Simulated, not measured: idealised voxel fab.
process module | voxel wiring stack
300 nm wide, 5 nm square cells: that's cross-section cut.
Cross-section format: a grid of square cells, given as bands from top to bottom; each band is one or more rows of cells. Band: top height; bottom height; in nm. Then, left to right: material with width in nm, for each material. "edge to edge": a single material spanning edge to edge. "blank": empty space. The reference from which all heights are counted is 0, the level beneath which the as-received wafer is entirely one material; the lowest band, having no lower bound, proceeds downward and is written after the example "top 0, no bottom". Note: "30->40" means the width goes from the first number (top row of the band) to the second number (bottom row) in equal steps per row of cells. You'll sometimes find "nothing got changed" written for a step, and that's the way of saying that nowhere in the cross-section did a cell change during that step. Listed in "Cavities, sealed": every empty space of 8 or more cells without an open way to the top. Form: width x height at distance, the distance being from the left edge, all in nm. Anything after a step's settings on that line? It's the simulator's own note about the step. Steps that use a mask can have "overlay nm" on their line. It says how far the mask sat to the right of where it was meant to be. Negative means to the left.

## The process steps that were planned are listed below
step 1: RECEIVE,material Si
step 2: CONFORMAL_DEP,material SiO2,thk nm 5
step 3: DIRECTIONAL_DEP,material TiN,thk nm 5
step 4: DIRECTIONAL_DEP,material Ru,thk nm 25
step 5: PATTERN,tone cover,mask id METAL_1,material resist,width nm 30,pitch nm 45,thk nm 20,overlay nm 0
step 6: DIRECTIONAL_ETCH,etch materials Ru,depth nm 25
step 7: DIRECTIONAL_ETCH,etch materials TiN,depth nm 5
step 8: STRIP,etch materials resist
step 9: CONFORMAL_DEP,material SiN,thk nm 5
step 10: FILL_DEP,material lowk,thk nm 10
step 11: CMP,height nm 45
step 12: CONFORMAL_DEP,material SiCN,thk nm 5
step 13: DIRECTIONAL_DEP,material lowk,thk nm 30
step 14: MASKED_ETCH,tone open,mask id METAL_2_HOLES,width nm 15,pitch nm 45,etch materials lowk,depth nm 30,overlay nm 0
step 15: MASKED_ETCH,tone open,mask id METAL_2,width nm 30,pitch nm 45,etch materials lowk,depth nm 15,overlay nm 0
step 16: MASKED_ETCH,tone open,mask id METAL_2,width nm 30,pitch nm 45,etch materials SiCN,depth nm 5,overlay nm 0
step 17: CONFORMAL_DEP,material TiN,thk nm 5
step 18: FILL_DEP,material Cu,thk nm 10
step 19: CMP,height nm 80
step 20: CONFORMAL_DEP,material SiCN,thk nm 5
step 21: DIRECTIONAL_DEP,material SiO2,thk nm 30
step 22: PATTERN,tone open,mask id METAL_3,material resist,width nm 30,pitch nm 45,thk nm 20,overlay nm 0
step 23: DIRECTIONAL_ETCH,etch materials SiO2,depth nm 15
step 24: STRIP,etch materials resist
step 25: MASKED_ETCH,tone open,mask id METAL_3_HOLES,width nm 15,pitch nm 45,etch materials SiO2,depth nm 15,overlay nm 0
step 26: MASKED_ETCH,tone open,mask id METAL_3_HOLES,width nm 15,pitch nm 45,etch materials SiCN,depth nm 5,overlay nm 0
step 27: CONFORMAL_DEP,material TiN,thk nm 5
step 28: FILL_DEP,material Cu,thk nm 10
step 29: CMP,height nm 115
step 30: CONFORMAL_DEP,material SiN,thk nm 5
Wafers differ in thk nm at step 2; plan lists the first wafer's value; identical starting state.

## Sectional view: first of several wafers, as received, after step 1
  top 0, no bottom | Si edge to edge
  Cavities, sealed: none

## Where each wafer stands at the end of the module, a row apiece: cells of each material gained (+) or lost (-) since it was received, then closed voids
thk nm 5 | +96 Cu | +120 Ru | +96 SiCN | +168 SiN | +312 SiO2 | +168 TiN | +480 lowk | Cavities, sealed: none
thk nm 10 | +96 Cu | +120 Ru | +96 SiCN | +168 SiN | +372 SiO2 | +168 TiN | +420 lowk | Cavities, sealed: none
thk nm 15 | +96 Cu | +120 Ru | +96 SiCN | +136 SiN | +432 SiO2 | +168 TiN | +392 lowk | Cavities, sealed: none
thk nm 20 | +96 Cu | +96 Ru | +96 SiCN | +128 SiN | +492 SiO2 | +168 TiN | +364 lowk | Cavities, sealed: none
thk nm 25 | +96 Cu | +72 Ru | +96 SiCN | +120 SiN | +552 SiO2 | +168 TiN | +336 lowk | Cavities, sealed: none
thk nm 30 | +96 Cu | +48 Ru | +96 SiCN | +112 SiN | +612 SiO2 | +168 TiN | +308 lowk | Cavities, sealed: none
